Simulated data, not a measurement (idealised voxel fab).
voxel self aligned contacts: a process module
cross-section cut | 235 nm wide | cells 5 nm
In this document a cross-section is written as a grid of square cells. It is given as a series of bands, listed from the top down, and a band is one or more rows of cells. A band entry consists of two parts. The first gives the height of the band's top and the height of its bottom, in nm. The rest lists the band's materials from left to right, each with its width in nm. A single material labelled with the word "throughout" fills the band from edge to edge, and the word "blank" marks empty space. For the purposes of this specification, 0 denotes the height below which the wafer in its as-received condition is composed wholly of one material, and the lowermost band, lacking a lower limit, extends downward without end, as expressed in "top 0, no bottom". A width such as "30 to 40" changes by the same amount from each row of cells to the next, from the band's top row to its bottom row. Take "remained unchanged" at face value: in the step it is given for, the cross-section changed in none of its cells. In the "Fully enclosed voids" entry, you get each enclosed empty space of 8 cells or more, one with no open way to the top, written width x height at distance, distance from the left edge, in nm. On each step's line, the part that comes after the settings is the simulator's own comment on the step. Steps that use a mask can have "overlay nm" on their line. It says how far the mask sat to the right of where it was meant to be. Negative means to the left.
[This section lists the process steps that were planned]
1) RECEIVE with material Si
2) CONFORMAL_DEP with material SiO2, thk nm 5
3) DIRECTIONAL_DEP with material polySi, thk nm 30
4) DIRECTIONAL_DEP with material SiN, thk nm 20
5) DIRECTIONAL_DEP with material aC, thk nm 15
6) PATTERN with tone cover, mask id GATE, material resist, width nm 25, pitch nm 60, thk nm 30, overlay nm 0
7) DIRECTIONAL_ETCH with etch materials aC, depth nm 15
8) STRIP with etch materials resist
9) DIRECTIONAL_ETCH with etch materials SiN, depth nm 20
10) DIRECTIONAL_ETCH with etch materials polySi, depth nm 30
11) STRIP with etch materials aC
12) CONFORMAL_DEP with material SiN, thk nm 10
13) DIRECTIONAL_ETCH with etch materials SiN, depth nm 10
14) FILL_DEP with material SiO2, thk nm 15
15) CMP with height nm 65
16) MASKED_ETCH with tone open, mask id CONTACT, width nm 45, pitch nm 60, etch materials SiO2, depth nm 65, overlay nm 0
17) CONFORMAL_DEP with material TiN, thk nm 5
18) FILL_DEP with material W, thk nm 5
19) CMP with height nm 65
20) CONFORMAL_DEP with material SiN, thk nm 5
[As-received state of the wafer in cross-section, equivalent to post-step 1]
* top 0, no bottom = Si throughout
* Fully enclosed voids: none
[Module complete - cross-section of the first of two wafers, run according to plan]
* top 70, bottom 65 = SiN throughout
* top 65, bottom 55 = SiO2 65, then TiN 5 to 20, then W 35 to 5, then TiN 5 to 20, then SiO2 15, then TiN 5 to 20, then W 35 to 5, then TiN 5 to 20, then SiO2 65
* top 55, bottom 35 = SiO2 35, then SiN 45, then TiN 5, then W 5, then TiN 5, then SiN 45, then TiN 5, then W 5, then TiN 5, then SiN 45, then SiO2 35
* top 35, bottom 5 = SiO2 35, then SiN 10, then polySi 25, then SiN 10, then TiN 5, then W 5, then TiN 5, then SiN 10, then polySi 25, then SiN 10, then TiN 5, then W 5, then TiN 5, then SiN 10, then polySi 25, then SiN 10, then SiO2 35
* top 5, bottom 0 = SiO2 80, then TiN 15, then SiO2 45, then TiN 15, then SiO2 80
* top 0, no bottom = Si throughout
* Fully enclosed voids: none
[Wafer two cross-section, module end. Start and plan unchanged from wafer one; one mistake made during the run]
* top 70, bottom 65 = SiN throughout
* top 65, bottom 55 = SiO2 65, then TiN 5 to 20, then W 35 to 5, then TiN 5 to 20, then SiO2 15, then TiN 5 to 20, then W 35 to 5, then TiN 5 to 20, then SiO2 65
* top 55, bottom 35 = SiO2 35, then SiN 45, then TiN 5, then W 5, then TiN 5, then SiN 45, then TiN 5, then W 5, then TiN 5, then SiN 45, then SiO2 35
* top 35, bottom 20 = SiO2 35, then SiN 10, then polySi 25, then SiN 10, then TiN 5, then W 5, then TiN 5, then SiN 10, then polySi 25, then SiN 10, then TiN 5, then W 5, then TiN 5, then SiN 10, then polySi 25, then SiN 10, then SiO2 35
* top 20, bottom 15 = SiO2 35, then SiN 10, then polySi 25, then SiN 10, then TiN 15, then SiN 10, then polySi 25, then SiN 10, then TiN 15, then SiN 10, then polySi 25, then SiN 10, then SiO2 35
* top 15, bottom 5 = SiN 45, then polySi 25, then SiN 35, then polySi 25, then SiN 35, then polySi 25, then SiN 45
* top 5, bottom 0 = SiO2 throughout
* top 0, no bottom = Si throughout
* Fully enclosed voids: none
Nonconformance to the process plan: steps 12 and 13: order swapped relative to plan
Once processing is complete, comparing cell counts shows that the second wafer has more or fewer of certain materials than the first: +40 SiN | -22 SiO2 | -12 TiN | -6 W
